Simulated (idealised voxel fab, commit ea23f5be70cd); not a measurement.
process module | voxel ribs on slabs
cross-section cut | 195 nm wide | cells 5 nm
A cross-section is a grid of square cells, given in bands from the top down. A band is one or more rows of cells.
Each band's line starts with the height of the band's top and of its bottom, in nm. Then come its materials from left to right, each with its width in nm. One material with "throughout" fills the band from edge to edge. "air" is empty space.
Height 0 is the level under which the wafer as received is all one material. The lowest band goes on downwards, as in "0 down".
A width such as "30 to 40" changes by the same amount from each row of cells to the next, from the band's top row to its bottom row.
"no change" after a step means that no cell of the cross-section changed.
closed voids: empty space of 8 cells or more with no open way to the top, each as width x height at its distance from the left edge, in nm
after a step's settings: what the simulator itself notes on the step
overlay nm, on a step with a mask: how far to the right of its planned place the mask lay; to the left if negative
plan
1 op RECEIVE | material Si
2 op DIRECTIONAL_DEP | material SiO2 | thk nm 25
3 op DIRECTIONAL_DEP | material SiN | thk nm 15
4 op MASKED_ETCH | tone cover | mask id RIB | width nm 25 | etch materials SiN | depth nm 10 | overlay nm 0
5 op DIRECTIONAL_DEP | material aC | thk nm 15
6 op PATTERN | tone cover | mask id SLAB | material resist | width nm 85 | thk nm 35 | overlay nm 0
7 op DIRECTIONAL_ETCH | etch materials aC | depth nm 15
8 op STRIP | etch materials resist
9 op DIRECTIONAL_ETCH | etch materials SiN | depth nm 5
10 op STRIP | etch materials aC
11 op FILL_DEP | material SiO2 | thk nm 20
12 op CMP | height nm 55
13 op DIRECTIONAL_DEP | material TiN | thk nm 10
14 op MASKED_ETCH | tone cover | mask id HEATER | width nm 35 | etch materials TiN | depth nm 10 | overlay nm 0
15 op CONFORMAL_DEP | material SiN | thk nm 5
as received, after step 1
  0 down: Si throughout
  closed voids: none
a wafer at the end: this start, this plan, one mistake
  65 to 55: air 80 | TiN 35 | air 80
  55 to 40: SiO2 throughout
  40 to 30: SiO2 85 | SiN 25 | SiO2 85
  30 to 25: SiO2 55 | SiN 85 | SiO2 55
  25 to 0: SiO2 throughout
  0 down: Si throughout
  closed voids: none
what went wrong: step 15 was left out
